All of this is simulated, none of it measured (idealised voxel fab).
voxel double patterning: a process module
Displayed cross-section: cut, width of 255 nm, square cells sized 5 nm.
A cross-section is written here as square cells arranged in a grid, and it is given in bands from the top down, each band taking up one or more rows of cells.
Top, bottom (nm), then materials left to right with widths (nm); lone material tagged "everywhere" fills the whole band edge to edge; "blank" = empty space.
Height is counted from the level 0, under which the received wafer is composed throughout of one material. The lowest of the bands is not closed at the bottom but continues downward, in the notation "z 0 and below".
You'd read "30->40" like this: the band's top row of cells is as wide as the first number, its bottom row is as wide as the second, and going down, every row changes width by the same amount as the row before did.
Step note "remained the same" = no cross-section cell changed.
The list in "Sealed cavities" covers empty spaces of 8 cells or more that cannot reach the top through any open way, and it gives each as width x height at distance; the distance is from the left edge, and width, height and distance are in nm.
It should be noted that, on the line of a given step, the content following the step's settings is a remark produced by the simulator itself with respect to that step.
For masked steps, "overlay nm" on the step line gives how far right of plan the mask actually lay; a minus sign means it lay to the left.

[Below is the list of planned process steps]
1. RECEIVE with material Si
2. CONFORMAL_DEP with material SiO2, thk nm 10
3. DIRECTIONAL_DEP with material polySi, thk nm 15
4. DIRECTIONAL_DEP with material SiCN, thk nm 5
5. PATTERN with tone open, mask id FIRST, material resist, width nm 15, pitch nm 50, thk nm 15, overlay nm 0
6. DIRECTIONAL_ETCH with etch materials SiCN, depth nm 5
7. STRIP with etch materials resist
8. MASKED_ETCH with tone open, mask id SECOND, width nm 15, etch materials SiCN, depth nm 5, overlay nm 0
9. DIRECTIONAL_ETCH with etch materials polySi, depth nm 15
10. STRIP with etch materials SiCN

[Wafer cross-section on receipt, i.e. after step 1]
	z 0 and below = Si everywhere
	Sealed cavities: none

[As-planned run: cross-section of the first of two wafers at end of module]
	z 25 to 10 = polySi 95 / blank 15 / polySi 10 / blank 15 / polySi 10 / blank 15 / polySi 95
	z 10 to 0 = SiO2 everywhere
	z 0 and below = Si everywhere
	Sealed cavities: none

[Now the second wafer, cross-sectioned at the end of the module. Nothing different at the start, nothing different in the plan compared with the first, just one mistake when it was actually run]
	z 25 to 10 = polySi 95 / blank 15 / polySi 10 / blank 20 / polySi 5 / blank 15 / polySi 95
	z 10 to 0 = SiO2 everywhere
	z 0 and below = Si everywhere
	Sealed cavities: none
The plan and the run diverged here: step 8 did not use the planned setting and instead ran as MASKED_ETCH with tone open, mask id SECOND, width nm 20, etch materials SiCN, depth nm 5, overlay nm 0
Wrapping up, a cell-based count of both wafers puts the second over or under the first for these materials: 3 fewer of polySi
